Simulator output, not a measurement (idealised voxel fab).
Process module name: voxel gate over fins
Cross-section cut: width 225 nm, square cells of 5 nm.
In this document a cross-section is written as a grid of square cells. It is given as a series of bands, listed from the top down, and a band is one or more rows of cells. A band entry consists of two parts. The first gives the height of the band's top and the height of its bottom, in nm. The rest lists the band's materials from left to right, each with its width in nm. A single material labelled with the word "full width" fills the band from edge to edge, and the word "empty" marks empty space. Heights are reckoned from 0. Under this level, the received wafer is all of one material. The bottommost band is open-ended downward, for example "0 down". The expression "30 to 40" gives the width at the extremes of the band, the first number at its top row of cells and the second at its bottom row, with the width changing by equal amounts from each row to the next in between. Where the words "remained the same" appear for a step, the cross-section shows no cell changed by that step; every cell remained as before. "Closed cavities" means: voids of 8 cells or more that are shut off from the top with no open way through. Written width x height at distance, distance from the left edge, in nm. That trailing text on a step's line, after the settings, is the simulator's own remark on the step. Among the settings permitted on a step's line is "overlay nm"; applied to a step with a mask, it specifies the extent to which the mask lay to the right of its planned position, whereas a negative figure signifies a position to the left.

Process steps foreseen in the plan
1: RECEIVE: material Si
2: CONFORMAL_DEP: material SiN, thk nm 10
3: MASKED_ETCH: tone cover, mask id FINS, width nm 15, pitch nm 60, etch materials SiN, depth nm 10, overlay nm 0
4: MASKED_ETCH: tone cover, mask id FINS, width nm 15, pitch nm 60, etch materials Si, depth nm 40, overlay nm 0
5: OXIDIZE: depth nm 5
6: FILL_DEP: material SiO2, thk nm 10
7: CMP: height nm 10
8: MASKED_ETCH: tone open, mask id RAIL, width nm 15, etch materials SiO2, depth nm 45, overlay nm 0
9: CONFORMAL_DEP: material TiN, thk nm 5
10: FILL_DEP: material W, thk nm 10
11: CMP: height nm 10
12: SELECTIVE_ETCH: etch materials W Ru TiN, depth nm 30
13: FILL_DEP: material SiO2, thk nm 5
14: CMP: height nm 10
15: SELECTIVE_ETCH: etch materials SiO2, depth nm 20
16: STRIP: etch materials SiN
17: CONFORMAL_DEP: material HfO2, thk nm 5
18: CONFORMAL_DEP: material TiN, thk nm 5
19: FILL_DEP: material W, thk nm 15
20: CMP: height nm 20
21: CONFORMAL_DEP: material SiCN, thk nm 5

On the first of the two wafers: run conducted according to plan

Wafer as received: cross-section following step 1
- 0 down = Si full width
- Closed cavities: none

After step 2: wafer cross-section
- 10 to 0 = SiN full width
- Everything below 0 is unchanged.

After step 3: wafer cross-section
- 10 to 0 = 45 of empty; 15 of SiN; 45 of empty; 15 of SiN; 45 of empty; 15 of SiN; 45 of empty
- Everything below 0 is unchanged.

After step 4: wafer cross-section
- 10 to 0 = 45 of empty; 15 of SiN; 45 of empty; 15 of SiN; 45 of empty; 15 of SiN; 45 of empty
- 0 to -40 = 45 of empty; 15 of Si; 45 of empty; 15 of Si; 45 of empty; 15 of Si; 45 of empty
- Everything below -40 is unchanged.

After step 5: wafer cross-section
- 10 to 0 = 45 of empty; 15 of SiN; 45 of empty; 15 of SiN; 45 of empty; 15 of SiN; 45 of empty
- 0 to -40 = 45 of empty; 5 of SiO2; 5 of Si; 5 of SiO2; 45 of empty; 5 of SiO2; 5 of Si; 5 of SiO2; 45 of empty; 5 of SiO2; 5 of Si; 5 of SiO2; 45 of empty
- -40 to -45 = 50 of SiO2; 5 of Si; 55 of SiO2; 5 of Si; 55 of SiO2; 5 of Si; 50 of SiO2
- Everything below -45 is unchanged.

After step 6: wafer cross-section
- 20 to 10 = SiO2 full width
- 10 to 0 = 45 of SiO2; 15 of SiN; 45 of SiO2; 15 of SiN; 45 of SiO2; 15 of SiN; 45 of SiO2
- 0 to -45 = 50 of SiO2; 5 of Si; 55 of SiO2; 5 of Si; 55 of SiO2; 5 of Si; 50 of SiO2
- Everything below -45 is unchanged.

After step 7: wafer cross-section
- 10 to 0 = 45 of SiO2; 15 of SiN; 45 of SiO2; 15 of SiN; 45 of SiO2; 15 of SiN; 45 of SiO2
- Everything below 0 is unchanged.

After step 8: wafer cross-section
- 10 to 0 = 45 of SiO2; 15 of SiN; 15 of SiO2; 15 of empty; 15 of SiO2; 15 of SiN; 45 of SiO2; 15 of SiN; 45 of SiO2
- 0 to -35 = 50 of SiO2; 5 of Si; 20 of SiO2; 15 of empty; 20 of SiO2; 5 of Si; 55 of SiO2; 5 of Si; 50 of SiO2
- Everything below -35 is unchanged.

After step 9: wafer cross-section
- 15 to 10 = 80 of TiN; 5 of empty; 140 of TiN
- 10 to 0 = 45 of SiO2; 15 of SiN; 15 of SiO2; 5 of TiN; 5 of empty; 5 of TiN; 15 of SiO2; 15 of SiN; 45 of SiO2; 15 of SiN; 45 of SiO2
- 0 to -30 = 50 of SiO2; 5 of Si; 20 of SiO2; 5 of TiN; 5 of empty; 5 of TiN; 20 of SiO2; 5 of Si; 55 of SiO2; 5 of Si; 50 of SiO2
- -30 to -35 = 50 of SiO2; 5 of Si; 20 of SiO2; 15 of TiN; 20 of SiO2; 5 of Si; 55 of SiO2; 5 of Si; 50 of SiO2
- Everything below -35 is unchanged.

After step 10: wafer cross-section
- 25 to 15 = W full width
- 15 to 10 = 80 of TiN; 5 of W; 140 of TiN
- 10 to 0 = 45 of SiO2; 15 of SiN; 15 of SiO2; 5 of TiN; 5 of W; 5 of TiN; 15 of SiO2; 15 of SiN; 45 of SiO2; 15 of SiN; 45 of SiO2
- 0 to -30 = 50 of SiO2; 5 of Si; 20 of SiO2; 5 of TiN; 5 of W; 5 of TiN; 20 of SiO2; 5 of Si; 55 of SiO2; 5 of Si; 50 of SiO2
- Everything below -30 is unchanged.

After step 11: wafer cross-section
- 10 to 0 = 45 of SiO2; 15 of SiN; 15 of SiO2; 5 of TiN; 5 of W; 5 of TiN; 15 of SiO2; 15 of SiN; 45 of SiO2; 15 of SiN; 45 of SiO2
- Everything below 0 is unchanged.

After step 12: wafer cross-section
- 10 to 0 = 45 of SiO2; 15 of SiN; 15 of SiO2; 15 of empty; 15 of SiO2; 15 of SiN; 45 of SiO2; 15 of SiN; 45 of SiO2
- 0 to -20 = 50 of SiO2; 5 of Si; 20 of SiO2; 15 of empty; 20 of SiO2; 5 of Si; 55 of SiO2; 5 of Si; 50 of SiO2
- Everything below -20 is unchanged.

After step 13: wafer cross-section
- 15 to 10 = SiO2 full width
- 10 to 0 = 45 of SiO2; 15 of SiN; 45 of SiO2; 15 of SiN; 45 of SiO2; 15 of SiN; 45 of SiO2
- 0 to -20 = 50 of SiO2; 5 of Si; 55 of SiO2; 5 of Si; 55 of SiO2; 5 of Si; 50 of SiO2
- Everything below -20 is unchanged.

After step 14: wafer cross-section
- 10 to 0 = 45 of SiO2; 15 of SiN; 45 of SiO2; 15 of SiN; 45 of SiO2; 15 of SiN; 45 of SiO2
- Everything below 0 is unchanged.

After step 15: wafer cross-section
- 10 to 0 = 45 of empty; 15 of SiN; 45 of empty; 15 of SiN; 45 of empty; 15 of SiN; 45 of empty
- 0 to -10 = 50 of empty; 5 of Si; 55 of empty; 5 of Si; 55 of empty; 5 of Si; 50 of empty
- Everything below -10 is unchanged.

After step 16: wafer cross-section
- 0 to -10 = 50 of empty; 5 of Si; 55 of empty; 5 of Si; 55 of empty; 5 of Si; 50 of empty
- Everything below -10 is unchanged.

After step 17: wafer cross-section
- 5 to 0 = 45 of empty; 15 of HfO2; 45 of empty; 15 of HfO2; 45 of empty; 15 of HfO2; 45 of empty
- 0 to -5 = 45 of empty; 5 of HfO2; 5 of Si; 5 of HfO2; 45 of empty; 5 of HfO2; 5 of Si; 5 of HfO2; 45 of empty; 5 of HfO2; 5 of Si; 5 of HfO2; 45 of empty
- -5 to -10 = 50 of HfO2; 5 of Si; 55 of HfO2; 5 of Si; 55 of HfO2; 5 of Si; 50 of HfO2
- Everything below -10 is unchanged.

After step 18: wafer cross-section
- 10 to 5 = 40 of empty; 25 of TiN; 35 of empty; 25 of TiN; 35 of empty; 25 of TiN; 40 of empty
- 5 to 0 = 40 of empty; 5 of TiN; 15 of HfO2; 5 of TiN; 35 of empty; 5 of TiN; 15 of HfO2; 5 of TiN; 35 of empty; 5 of TiN; 15 of HfO2; 5 of TiN; 40 of empty
- 0 to -5 = 45 of TiN; 5 of HfO2; 5 of Si; 5 of HfO2; 45 of TiN; 5 of HfO2; 5 of Si; 5 of HfO2; 45 of TiN; 5 of HfO2; 5 of Si; 5 of HfO2; 45 of TiN
- Everything below -5 is unchanged.

After step 19: wafer cross-section
- 25 to 10 = W full width
- 10 to 5 = 40 of W; 25 of TiN; 35 of W; 25 of TiN; 35 of W; 25 of TiN; 40 of W
- 5 to 0 = 40 of W; 5 of TiN; 15 of HfO2; 5 of TiN; 35 of W; 5 of TiN; 15 of HfO2; 5 of TiN; 35 of W; 5 of TiN; 15 of HfO2; 5 of TiN; 40 of W
- Everything below 0 is unchanged.

After step 20: wafer cross-section
- 20 to 10 = W full width
- Everything below 10 is unchanged.

After step 21: wafer cross-section
- 25 to 20 = SiCN full width
- Everything below 20 is unchanged.

The second wafer was prepared from the same starting point and under the same plan as the first; its processing contained one mistake, and it remains indistinguishable from the first wafer up to and including step 2

The second wafer in cross-section, at the planned close of step 3
- 10 to 0 = 55 of empty; 15 of SiN; 45 of empty; 15 of SiN; 45 of empty; 15 of SiN; 35 of empty
- Everything below 0 is unchanged.

The second wafer in cross-section, at the planned close of step 4
- 10 to 0 = 55 of empty; 15 of SiN; 45 of empty; 15 of SiN; 45 of empty; 15 of SiN; 35 of empty
- 0 to -40 = 45 of empty; 25 of Si; 35 of empty; 25 of Si; 35 of empty; 25 of Si; 35 of empty
- Everything below -40 is unchanged.

The second wafer in cross-section, at the planned close of step 5
- 10 to 0 = 55 of empty; 15 of SiN; 45 of empty; 15 of SiN; 45 of empty; 15 of SiN; 35 of empty
- 0 to -5 = 45 of empty; 15 of SiO2; 5 of Si; 5 of SiO2; 35 of empty; 15 of SiO2; 5 of Si; 5 of SiO2; 35 of empty; 15 of SiO2; 5 of Si; 5 of SiO2; 35 of empty
- -5 to -40 = 45 of empty; 5 of SiO2; 15 of Si; 5 of SiO2; 35 of empty; 5 of SiO2; 15 of Si; 5 of SiO2; 35 of empty; 5 of SiO2; 15 of Si; 5 of SiO2; 35 of empty
- -40 to -45 = 50 of SiO2; 15 of Si; 45 of SiO2; 15 of Si; 45 of SiO2; 15 of Si; 40 of SiO2
- Everything below -45 is unchanged.

The second wafer in cross-section, at the planned close of step 6
- 20 to 10 = SiO2 full width
- 10 to 0 = 55 of SiO2; 15 of SiN; 45 of SiO2; 15 of SiN; 45 of SiO2; 15 of SiN; 35 of SiO2
- 0 to -5 = 60 of SiO2; 5 of Si; 55 of SiO2; 5 of Si; 55 of SiO2; 5 of Si; 40 of SiO2
- -5 to -45 = 50 of SiO2; 15 of Si; 45 of SiO2; 15 of Si; 45 of SiO2; 15 of Si; 40 of SiO2
- Everything below -45 is unchanged.

The second wafer in cross-section, at the planned close of step 7
- 10 to 0 = 55 of SiO2; 15 of SiN; 45 of SiO2; 15 of SiN; 45 of SiO2; 15 of SiN; 35 of SiO2
- Everything below 0 is unchanged.

The second wafer in cross-section, at the planned close of step 8
- 10 to 0 = 55 of SiO2; 15 of SiN; 5 of SiO2; 15 of empty; 25 of SiO2; 15 of SiN; 45 of SiO2; 15 of SiN; 35 of SiO2
- 0 to -5 = 60 of SiO2; 5 of Si; 10 of SiO2; 15 of empty; 30 of SiO2; 5 of Si; 55 of SiO2; 5 of Si; 40 of SiO2
- -5 to -35 = 50 of SiO2; 15 of Si; 10 of SiO2; 15 of empty; 20 of SiO2; 15 of Si; 45 of SiO2; 15 of Si; 40 of SiO2
- Everything below -35 is unchanged.

The second wafer in cross-section, at the planned close of step 9
- 15 to 10 = 80 of TiN; 5 of empty; 140 of TiN
- 10 to 0 = 55 of SiO2; 15 of SiN; 5 of SiO2; 5 of TiN; 5 of empty; 5 of TiN; 25 of SiO2; 15 of SiN; 45 of SiO2; 15 of SiN; 35 of SiO2
- 0 to -5 = 60 of SiO2; 5 of Si; 10 of SiO2; 5 of TiN; 5 of empty; 5 of TiN; 30 of SiO2; 5 of Si; 55 of SiO2; 5 of Si; 40 of SiO2
- -5 to -30 = 50 of SiO2; 15 of Si; 10 of SiO2; 5 of TiN; 5 of empty; 5 of TiN; 20 of SiO2; 15 of Si; 45 of SiO2; 15 of Si; 40 of SiO2
- -30 to -35 = 50 of SiO2; 15 of Si; 10 of SiO2; 15 of TiN; 20 of SiO2; 15 of Si; 45 of SiO2; 15 of Si; 40 of SiO2
- Everything below -35 is unchanged.

The second wafer in cross-section, at the planned close of step 10
- 25 to 15 = W full width
- 15 to 10 = 80 of TiN; 5 of W; 140 of TiN
- 10 to 0 = 55 of SiO2; 15 of SiN; 5 of SiO2; 5 of TiN; 5 of W; 5 of TiN; 25 of SiO2; 15 of SiN; 45 of SiO2; 15 of SiN; 35 of SiO2
- 0 to -5 = 60 of SiO2; 5 of Si; 10 of SiO2; 5 of TiN; 5 of W; 5 of TiN; 30 of SiO2; 5 of Si; 55 of SiO2; 5 of Si; 40 of SiO2
- -5 to -30 = 50 of SiO2; 15 of Si; 10 of SiO2; 5 of TiN; 5 of W; 5 of TiN; 20 of SiO2; 15 of Si; 45 of SiO2; 15 of Si; 40 of SiO2
- Everything below -30 is unchanged.

The second wafer in cross-section, at the planned close of step 11
- 10 to 0 = 55 of SiO2; 15 of SiN; 5 of SiO2; 5 of TiN; 5 of W; 5 of TiN; 25 of SiO2; 15 of SiN; 45 of SiO2; 15 of SiN; 35 of SiO2
- Everything below 0 is unchanged.

The second wafer in cross-section, at the planned close of step 12
- 10 to 0 = 55 of SiO2; 15 of SiN; 5 of SiO2; 15 of empty; 25 of SiO2; 15 of SiN; 45 of SiO2; 15 of SiN; 35 of SiO2
- 0 to -5 = 60 of SiO2; 5 of Si; 10 of SiO2; 15 of empty; 30 of SiO2; 5 of Si; 55 of SiO2; 5 of Si; 40 of SiO2
- -5 to -20 = 50 of SiO2; 15 of Si; 10 of SiO2; 15 of empty; 20 of SiO2; 15 of Si; 45 of SiO2; 15 of Si; 40 of SiO2
- Everything below -20 is unchanged.

The second wafer in cross-section, at the planned close of step 13
- 15 to 10 = SiO2 full width
- 10 to 0 = 55 of SiO2; 15 of SiN; 45 of SiO2; 15 of SiN; 45 of SiO2; 15 of SiN; 35 of SiO2
- 0 to -5 = 60 of SiO2; 5 of Si; 55 of SiO2; 5 of Si; 55 of SiO2; 5 of Si; 40 of SiO2
- -5 to -20 = 50 of SiO2; 15 of Si; 45 of SiO2; 15 of Si; 45 of SiO2; 15 of Si; 40 of SiO2
- Everything below -20 is unchanged.

The second wafer in cross-section, at the planned close of step 14
- 10 to 0 = 55 of SiO2; 15 of SiN; 45 of SiO2; 15 of SiN; 45 of SiO2; 15 of SiN; 35 of SiO2
- Everything below 0 is unchanged.

The second wafer in cross-section, at the planned close of step 15
- 10 to 0 = 55 of empty; 15 of SiN; 45 of empty; 15 of SiN; 45 of empty; 15 of SiN; 35 of empty
- 0 to -10 = 60 to 50 of empty; 5 to 15 of Si; 55 to 45 of empty; 5 to 15 of Si; 55 to 45 of empty; 5 to 15 of Si; 40 of empty
- Everything below -10 is unchanged.

The second wafer in cross-section, at the planned close of step 16
- 0 to -10 = 60 to 50 of empty; 5 to 15 of Si; 55 to 45 of empty; 5 to 15 of Si; 55 to 45 of empty; 5 to 15 of Si; 40 of empty
- Everything below -10 is unchanged.

The second wafer in cross-section, at the planned close of step 17
- 5 to 0 = 55 of empty; 15 of HfO2; 45 of empty; 15 of HfO2; 45 of empty; 15 of HfO2; 35 of empty
- 0 to -5 = 45 of empty; 15 of HfO2; 5 of Si; 5 of HfO2; 35 of empty; 15 of HfO2; 5 of Si; 5 of HfO2; 35 of empty; 15 of HfO2; 5 of Si; 5 of HfO2; 35 of empty
- -5 to -10 = 50 of HfO2; 15 of Si; 45 of HfO2; 15 of Si; 45 of HfO2; 15 of Si; 40 of HfO2
- Everything below -10 is unchanged.

The second wafer in cross-section, at the planned close of step 18
- 10 to 5 = 50 of empty; 25 of TiN; 35 of empty; 25 of TiN; 35 of empty; 25 of TiN; 30 of empty
- 5 to 0 = 40 of empty; 15 of TiN; 15 of HfO2; 5 of TiN; 25 of empty; 15 of TiN; 15 of HfO2; 5 of TiN; 25 of empty; 15 of TiN; 15 of HfO2; 5 of TiN; 30 of empty
- 0 to -5 = 45 of TiN; 15 of HfO2; 5 of Si; 5 of HfO2; 35 of TiN; 15 of HfO2; 5 of Si; 5 of HfO2; 35 of TiN; 15 of HfO2; 5 of Si; 5 of HfO2; 35 of TiN
- Everything below -5 is unchanged.

The second wafer in cross-section, at the planned close of step 19
- 25 to 10 = W full width
- 10 to 5 = 50 of W; 25 of TiN; 35 of W; 25 of TiN; 35 of W; 25 of TiN; 30 of W
- 5 to 0 = 40 of W; 15 of TiN; 15 of HfO2; 5 of TiN; 25 of W; 15 of TiN; 15 of HfO2; 5 of TiN; 25 of W; 15 of TiN; 15 of HfO2; 5 of TiN; 30 of W
- Everything below 0 is unchanged.

The second wafer in cross-section, at the planned close of step 20
- 20 to 10 = W full width
- Everything below 10 is unchanged.

The second wafer in cross-section, at the planned close of step 21
- 25 to 20 = SiCN full width
- Everything below 20 is unchanged.
The plan and the run diverged here: step 3 ran as: MASKED_ETCH: tone cover, mask id FINS, width nm 15, pitch nm 60, etch materials SiN, depth nm 10, overlay nm 10
Final comparison by cell count, materials where the second wafer has more or fewer than the first: Si +48, SiO2 -42, W -6
